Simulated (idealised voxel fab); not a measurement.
Process module, titled voxel self aligned vias
This is section cut - it's 215 nm across, gridded in 5 nm square cells.
This document writes a cross-section as a grid whose cells are square, and gives it as bands, listed from the top down; one or more rows of cells form a band. For a band, the entry starts with two heights in nm, that of the top and then that of the bottom, and carries on with the band's materials in order from left to right, each alongside its width in nm; the word "throughout" beside a single material means it fills the band edge to edge, and "empty" means empty space. Counting heights begins at 0, where everything beneath is, in the wafer as received, one material. The lowest band has no bottom; it goes on downwards, as "0..down" shows. Quick explanation for "30->40": the width changes in equal steps down the rows of cells, from the first number in the band's top row to the second number in its bottom row. You'll sometimes find "identical to before" written for a step, and that's the way of saying that nowhere in the cross-section did a cell change during that step. Each empty space that has no open way to the top and spans at least 8 cells appears under "Closed void catalog" as width x height at distance, the distance counted from the left edge, all in nm. That trailing text on a step's line, after the settings, is the simulator's own remark on the step. overlay nm: mask right of planned place by this much (step with mask). Neg. = left.
-- The steps planned for the process are as follows
1) op RECEIVE | material Si
2) op CONFORMAL_DEP | material SiO2 | thk nm 15
3) op CONFORMAL_DEP | material SiCN | thk nm 5
4) op DIRECTIONAL_DEP | material SiO2 | thk nm 30
5) op DIRECTIONAL_DEP | material aC | thk nm 15
6) op PATTERN | tone open | mask id LINES | material resist | width nm 25 | pitch nm 65 | thk nm 30 | overlay nm 0
7) op DIRECTIONAL_ETCH | etch materials aC | depth nm 15
8) op STRIP | etch materials resist
9) op DIRECTIONAL_ETCH | etch materials SiO2 | depth nm 30
10) op STRIP | etch materials aC
11) op CONFORMAL_DEP | material TiN | thk nm 5
12) op FILL_DEP | material Ru | thk nm 5
13) op CMP | height nm 50
14) op SELECTIVE_ETCH | etch materials W Ru TiN | depth nm 5
15) op FILL_DEP | material SiN | thk nm 10
16) op CMP | height nm 50
17) op DIRECTIONAL_DEP | material SiO2 | thk nm 20
18) op PATTERN | tone open | mask id VIAS | material resist | width nm 35 | pitch nm 65 | thk nm 15 | overlay nm 0
19) op DIRECTIONAL_ETCH | etch materials SiO2 | depth nm 20
20) op DIRECTIONAL_ETCH | etch materials SiN | depth nm 5
21) op STRIP | etch materials resist
22) op CONFORMAL_DEP | material TiN | thk nm 5
23) op FILL_DEP | material W | thk nm 10
24) op CMP | height nm 70
25) op CONFORMAL_DEP | material SiCN | thk nm 5
-- First wafer, two in total, run as planned
-- So this is the incoming wafer in cross-section - it's already been through step 1
* 0..down = Si throughout
* Closed void catalog: none
-- Upon completion of step 2, the wafer appears in cross-section as shown
* 15..0 = SiO2 throughout
* Anything lower than 0 is untouched.
-- Upon completion of step 3, the wafer appears in cross-section as shown
* 20..15 = SiCN throughout
* Anything lower than 15 is untouched.
-- Upon completion of step 4, the wafer appears in cross-section as shown
* 50..20 = SiO2 throughout
* Anything lower than 20 is untouched.
-- Upon completion of step 5, the wafer appears in cross-section as shown
* 65..50 = aC throughout
* Anything lower than 50 is untouched.
-- Upon completion of step 6, the wafer appears in cross-section as shown
* 95..65 = 30 of resist, then 25 of empty, then 40 of resist, then 25 of empty, then 40 of resist, then 25 of empty, then 30 of resist
* Anything lower than 65 is untouched.
-- Upon completion of step 7, the wafer appears in cross-section as shown
* 80..65 = 30 of resist, then 25 of empty, then 40 of resist, then 25 of empty, then 40 of resist, then 25 of empty, then 30 of resist
* 65..50 = 30 of aC, then 25 of empty, then 40 of aC, then 25 of empty, then 40 of aC, then 25 of empty, then 30 of aC
* Anything lower than 50 is untouched.
-- Upon completion of step 8, the wafer appears in cross-section as shown
* 65..50 = 30 of aC, then 25 of empty, then 40 of aC, then 25 of empty, then 40 of aC, then 25 of empty, then 30 of aC
* Anything lower than 50 is untouched.
-- Upon completion of step 9, the wafer appears in cross-section as shown
* 65..50 = 30 of aC, then 25 of empty, then 40 of aC, then 25 of empty, then 40 of aC, then 25 of empty, then 30 of aC
* 50..20 = 30 of SiO2, then 25 of empty, then 40 of SiO2, then 25 of empty, then 40 of SiO2, then 25 of empty, then 30 of SiO2
* Anything lower than 20 is untouched.
-- Upon completion of step 10, the wafer appears in cross-section as shown
* 50..20 = 30 of SiO2, then 25 of empty, then 40 of SiO2, then 25 of empty, then 40 of SiO2, then 25 of empty, then 30 of SiO2
* Anything lower than 20 is untouched.
-- Upon completion of step 11, the wafer appears in cross-section as shown
* 55..50 = 35 of TiN, then 15 of empty, then 50 of TiN, then 15 of empty, then 50 of TiN, then 15 of empty, then 35 of TiN
* 50..25 = 30 of SiO2, then 5 of TiN, then 15 of empty, then 5 of TiN, then 40 of SiO2, then 5 of TiN, then 15 of empty, then 5 of TiN, then 40 of SiO2, then 5 of TiN, then 15 of empty, then 5 of TiN, then 30 of SiO2
* 25..20 = 30 of SiO2, then 25 of TiN, then 40 of SiO2, then 25 of TiN, then 40 of SiO2, then 25 of TiN, then 30 of SiO2
* Anything lower than 20 is untouched.
-- Upon completion of step 12, the wafer appears in cross-section as shown
* 60..55 = Ru throughout
* 55..50 = 35 of TiN, then 15 of Ru, then 50 of TiN, then 15 of Ru, then 50 of TiN, then 15 of Ru, then 35 of TiN
* 50..25 = 30 of SiO2, then 5 of TiN, then 15 of Ru, then 5 of TiN, then 40 of SiO2, then 5 of TiN, then 15 of Ru, then 5 of TiN, then 40 of SiO2, then 5 of TiN, then 15 of Ru, then 5 of TiN, then 30 of SiO2
* Anything lower than 25 is untouched.
-- Upon completion of step 13, the wafer appears in cross-section as shown
* 50..25 = 30 of SiO2, then 5 of TiN, then 15 of Ru, then 5 of TiN, then 40 of SiO2, then 5 of TiN, then 15 of Ru, then 5 of TiN, then 40 of SiO2, then 5 of TiN, then 15 of Ru, then 5 of TiN, then 30 of SiO2
* Anything lower than 25 is untouched.
-- Upon completion of step 14, the wafer appears in cross-section as shown
* 50..45 = 30 of SiO2, then 25 of empty, then 40 of SiO2, then 25 of empty, then 40 of SiO2, then 25 of empty, then 30 of SiO2
* Anything lower than 45 is untouched.
-- Upon completion of step 15, the wafer appears in cross-section as shown
* 60..50 = SiN throughout
* 50..45 = 30 of SiO2, then 25 of SiN, then 40 of SiO2, then 25 of SiN, then 40 of SiO2, then 25 of SiN, then 30 of SiO2
* Anything lower than 45 is untouched.
-- Upon completion of step 16, the wafer appears in cross-section as shown
* 50..45 = 30 of SiO2, then 25 of SiN, then 40 of SiO2, then 25 of SiN, then 40 of SiO2, then 25 of SiN, then 30 of SiO2
* Anything lower than 45 is untouched.
-- Upon completion of step 17, the wafer appears in cross-section as shown
* 70..50 = SiO2 throughout
* Anything lower than 50 is untouched.
-- Upon completion of step 18, the wafer appears in cross-section as shown
* 85..70 = 25 of resist, then 35 of empty, then 30 of resist, then 35 of empty, then 30 of resist, then 35 of empty, then 25 of resist
* Anything lower than 70 is untouched.
-- Upon completion of step 19, the wafer appears in cross-section as shown
* 85..70 = 25 of resist, then 35 of empty, then 30 of resist, then 35 of empty, then 30 of resist, then 35 of empty, then 25 of resist
* 70..50 = 25 of SiO2, then 35 of empty, then 30 of SiO2, then 35 of empty, then 30 of SiO2, then 35 of empty, then 25 of SiO2
* Anything lower than 50 is untouched.
-- Upon completion of step 20, the wafer appears in cross-section as shown
* 85..70 = 25 of resist, then 35 of empty, then 30 of resist, then 35 of empty, then 30 of resist, then 35 of empty, then 25 of resist
* 70..50 = 25 of SiO2, then 35 of empty, then 30 of SiO2, then 35 of empty, then 30 of SiO2, then 35 of empty, then 25 of SiO2
* 50..45 = 30 of SiO2, then 25 of empty, then 40 of SiO2, then 25 of empty, then 40 of SiO2, then 25 of empty, then 30 of SiO2
* Anything lower than 45 is untouched.
-- Upon completion of step 21, the wafer appears in cross-section as shown
* 70..50 = 25 of SiO2, then 35 of empty, then 30 of SiO2, then 35 of empty, then 30 of SiO2, then 35 of empty, then 25 of SiO2
* Anything lower than 50 is untouched.
-- Upon completion of step 22, the wafer appears in cross-section as shown
* 75..70 = 30 of TiN, then 25 of empty, then 40 of TiN, then 25 of empty, then 40 of TiN, then 25 of empty, then 30 of TiN
* 70..55 = 25 of SiO2, then 5 of TiN, then 25 of empty, then 5 of TiN, then 30 of SiO2, then 5 of TiN, then 25 of empty, then 5 of TiN, then 30 of SiO2, then 5 of TiN, then 25 of empty, then 5 of TiN, then 25 of SiO2
* 55..50 = 25 of SiO2, then 10 of TiN, then 15 of empty, then 10 of TiN, then 30 of SiO2, then 10 of TiN, then 15 of empty, then 10 of TiN, then 30 of SiO2, then 10 of TiN, then 15 of empty, then 10 of TiN, then 25 of SiO2
* 50..45 = 30 of SiO2, then 25 of TiN, then 40 of SiO2, then 25 of TiN, then 40 of SiO2, then 25 of TiN, then 30 of SiO2
* Anything lower than 45 is untouched.
-- Upon completion of step 23, the wafer appears in cross-section as shown
* 85..75 = W throughout
* 75..70 = 30 of TiN, then 25 of W, then 40 of TiN, then 25 of W, then 40 of TiN, then 25 of W, then 30 of TiN
* 70..55 = 25 of SiO2, then 5 of TiN, then 25 of W, then 5 of TiN, then 30 of SiO2, then 5 of TiN, then 25 of W, then 5 of TiN, then 30 of SiO2, then 5 of TiN, then 25 of W, then 5 of TiN, then 25 of SiO2
* 55..50 = 25 of SiO2, then 10 of TiN, then 15 of W, then 10 of TiN, then 30 of SiO2, then 10 of TiN, then 15 of W, then 10 of TiN, then 30 of SiO2, then 10 of TiN, then 15 of W, then 10 of TiN, then 25 of SiO2
* Anything lower than 50 is untouched.
-- Upon completion of step 24, the wafer appears in cross-section as shown
* 70..55 = 25 of SiO2, then 5 of TiN, then 25 of W, then 5 of TiN, then 30 of SiO2, then 5 of TiN, then 25 of W, then 5 of TiN, then 30 of SiO2, then 5 of TiN, then 25 of W, then 5 of TiN, then 25 of SiO2
* Anything lower than 55 is untouched.
-- Upon completion of step 25, the wafer appears in cross-section as shown
* 75..70 = SiCN throughout
* Anything lower than 70 is untouched.
-- The Second Wafer: Common Origin and Plan, One Mistake in Execution, Identical to the First Through Step 1
-- Look at the second wafer in cross-section at the time step 2 ought to have finished
* 5..0 = SiCN throughout
* Anything lower than 0 is untouched.
-- Look at the second wafer in cross-section at the time step 3 ought to have finished
* 20..5 = SiO2 throughout
* Anything lower than 5 is untouched.
-- Look at the second wafer in cross-section at the time step 4 ought to have finished
* 50..5 = SiO2 throughout
* Anything lower than 5 is untouched.
-- Look at the second wafer in cross-section at the time step 5 ought to have finished
* 65..50 = aC throughout
* Anything lower than 50 is untouched.
-- Look at the second wafer in cross-section at the time step 6 ought to have finished
* 95..65 = 30 of resist, then 25 of empty, then 40 of resist, then 25 of empty, then 40 of resist, then 25 of empty, then 30 of resist
* Anything lower than 65 is untouched.
-- Look at the second wafer in cross-section at the time step 7 ought to have finished
* 80..65 = 30 of resist, then 25 of empty, then 40 of resist, then 25 of empty, then 40 of resist, then 25 of empty, then 30 of resist
* 65..50 = 30 of aC, then 25 of empty, then 40 of aC, then 25 of empty, then 40 of aC, then 25 of empty, then 30 of aC
* Anything lower than 50 is untouched.
-- Look at the second wafer in cross-section at the time step 8 ought to have finished
* 65..50 = 30 of aC, then 25 of empty, then 40 of aC, then 25 of empty, then 40 of aC, then 25 of empty, then 30 of aC
* Anything lower than 50 is untouched.
-- Look at the second wafer in cross-section at the time step 9 ought to have finished
* 65..50 = 30 of aC, then 25 of empty, then 40 of aC, then 25 of empty, then 40 of aC, then 25 of empty, then 30 of aC
* 50..20 = 30 of SiO2, then 25 of empty, then 40 of SiO2, then 25 of empty, then 40 of SiO2, then 25 of empty, then 30 of SiO2
* Anything lower than 20 is untouched.
-- Look at the second wafer in cross-section at the time step 10 ought to have finished
* 50..20 = 30 of SiO2, then 25 of empty, then 40 of SiO2, then 25 of empty, then 40 of SiO2, then 25 of empty, then 30 of SiO2
* Anything lower than 20 is untouched.
-- Look at the second wafer in cross-section at the time step 11 ought to have finished
* 55..50 = 35 of TiN, then 15 of empty, then 50 of TiN, then 15 of empty, then 50 of TiN, then 15 of empty, then 35 of TiN
* 50..25 = 30 of SiO2, then 5 of TiN, then 15 of empty, then 5 of TiN, then 40 of SiO2, then 5 of TiN, then 15 of empty, then 5 of TiN, then 40 of SiO2, then 5 of TiN, then 15 of empty, then 5 of TiN, then 30 of SiO2
* 25..20 = 30 of SiO2, then 25 of TiN, then 40 of SiO2, then 25 of TiN, then 40 of SiO2, then 25 of TiN, then 30 of SiO2
* Anything lower than 20 is untouched.
-- Look at the second wafer in cross-section at the time step 12 ought to have finished
* 60..55 = Ru throughout
* 55..50 = 35 of TiN, then 15 of Ru, then 50 of TiN, then 15 of Ru, then 50 of TiN, then 15 of Ru, then 35 of TiN
* 50..25 = 30 of SiO2, then 5 of TiN, then 15 of Ru, then 5 of TiN, then 40 of SiO2, then 5 of TiN, then 15 of Ru, then 5 of TiN, then 40 of SiO2, then 5 of TiN, then 15 of Ru, then 5 of TiN, then 30 of SiO2
* Anything lower than 25 is untouched.
-- Look at the second wafer in cross-section at the time step 13 ought to have finished
* 50..25 = 30 of SiO2, then 5 of TiN, then 15 of Ru, then 5 of TiN, then 40 of SiO2, then 5 of TiN, then 15 of Ru, then 5 of TiN, then 40 of SiO2, then 5 of TiN, then 15 of Ru, then 5 of TiN, then 30 of SiO2
* Anything lower than 25 is untouched.
-- Look at the second wafer in cross-section at the time step 14 ought to have finished
* 50..45 = 30 of SiO2, then 25 of empty, then 40 of SiO2, then 25 of empty, then 40 of SiO2, then 25 of empty, then 30 of SiO2
* Anything lower than 45 is untouched.
-- Look at the second wafer in cross-section at the time step 15 ought to have finished
* 60..50 = SiN throughout
* 50..45 = 30 of SiO2, then 25 of SiN, then 40 of SiO2, then 25 of SiN, then 40 of SiO2, then 25 of SiN, then 30 of SiO2
* Anything lower than 45 is untouched.
-- Look at the second wafer in cross-section at the time step 16 ought to have finished
* 50..45 = 30 of SiO2, then 25 of SiN, then 40 of SiO2, then 25 of SiN, then 40 of SiO2, then 25 of SiN, then 30 of SiO2
* Anything lower than 45 is untouched.
-- Look at the second wafer in cross-section at the time step 17 ought to have finished
* 70..50 = SiO2 throughout
* Anything lower than 50 is untouched.
-- Look at the second wafer in cross-section at the time step 18 ought to have finished
* 85..70 = 25 of resist, then 35 of empty, then 30 of resist, then 35 of empty, then 30 of resist, then 35 of empty, then 25 of resist
* Anything lower than 70 is untouched.
-- Look at the second wafer in cross-section at the time step 19 ought to have finished
* 85..70 = 25 of resist, then 35 of empty, then 30 of resist, then 35 of empty, then 30 of resist, then 35 of empty, then 25 of resist
* 70..50 = 25 of SiO2, then 35 of empty, then 30 of SiO2, then 35 of empty, then 30 of SiO2, then 35 of empty, then 25 of SiO2
* Anything lower than 50 is untouched.
-- Look at the second wafer in cross-section at the time step 20 ought to have finished
* 85..70 = 25 of resist, then 35 of empty, then 30 of resist, then 35 of empty, then 30 of resist, then 35 of empty, then 25 of resist
* 70..50 = 25 of SiO2, then 35 of empty, then 30 of SiO2, then 35 of empty, then 30 of SiO2, then 35 of empty, then 25 of SiO2
* 50..45 = 30 of SiO2, then 25 of empty, then 40 of SiO2, then 25 of empty, then 40 of SiO2, then 25 of empty, then 30 of SiO2
* Anything lower than 45 is untouched.
-- Look at the second wafer in cross-section at the time step 21 ought to have finished
* 70..50 = 25 of SiO2, then 35 of empty, then 30 of SiO2, then 35 of empty, then 30 of SiO2, then 35 of empty, then 25 of SiO2
* Anything lower than 50 is untouched.
-- Look at the second wafer in cross-section at the time step 22 ought to have finished
* 75..70 = 30 of TiN, then 25 of empty, then 40 of TiN, then 25 of empty, then 40 of TiN, then 25 of empty, then 30 of TiN
* 70..55 = 25 of SiO2, then 5 of TiN, then 25 of empty, then 5 of TiN, then 30 of SiO2, then 5 of TiN, then 25 of empty, then 5 of TiN, then 30 of SiO2, then 5 of TiN, then 25 of empty, then 5 of TiN, then 25 of SiO2
* 55..50 = 25 of SiO2, then 10 of TiN, then 15 of empty, then 10 of TiN, then 30 of SiO2, then 10 of TiN, then 15 of empty, then 10 of TiN, then 30 of SiO2, then 10 of TiN, then 15 of empty, then 10 of TiN, then 25 of SiO2
* 50..45 = 30 of SiO2, then 25 of TiN, then 40 of SiO2, then 25 of TiN, then 40 of SiO2, then 25 of TiN, then 30 of SiO2
* Anything lower than 45 is untouched.
-- Look at the second wafer in cross-section at the time step 23 ought to have finished
* 85..75 = W throughout
* 75..70 = 30 of TiN, then 25 of W, then 40 of TiN, then 25 of W, then 40 of TiN, then 25 of W, then 30 of TiN
* 70..55 = 25 of SiO2, then 5 of TiN, then 25 of W, then 5 of TiN, then 30 of SiO2, then 5 of TiN, then 25 of W, then 5 of TiN, then 30 of SiO2, then 5 of TiN, then 25 of W, then 5 of TiN, then 25 of SiO2
* 55..50 = 25 of SiO2, then 10 of TiN, then 15 of W, then 10 of TiN, then 30 of SiO2, then 10 of TiN, then 15 of W, then 10 of TiN, then 30 of SiO2, then 10 of TiN, then 15 of W, then 10 of TiN, then 25 of SiO2
* Anything lower than 50 is untouched.
-- Look at the second wafer in cross-section at the time step 24 ought to have finished
* 70..55 = 25 of SiO2, then 5 of TiN, then 25 of W, then 5 of TiN, then 30 of SiO2, then 5 of TiN, then 25 of W, then 5 of TiN, then 30 of SiO2, then 5 of TiN, then 25 of W, then 5 of TiN, then 25 of SiO2
* Anything lower than 55 is untouched.
-- Look at the second wafer in cross-section at the time step 25 ought to have finished
* 75..70 = SiCN throughout
* Anything lower than 70 is untouched.
Against the plan, the run slipped here: ran 2 and 3 in swapped order versus the plan
Both wafers, final: cells per material equal; arrangement not.
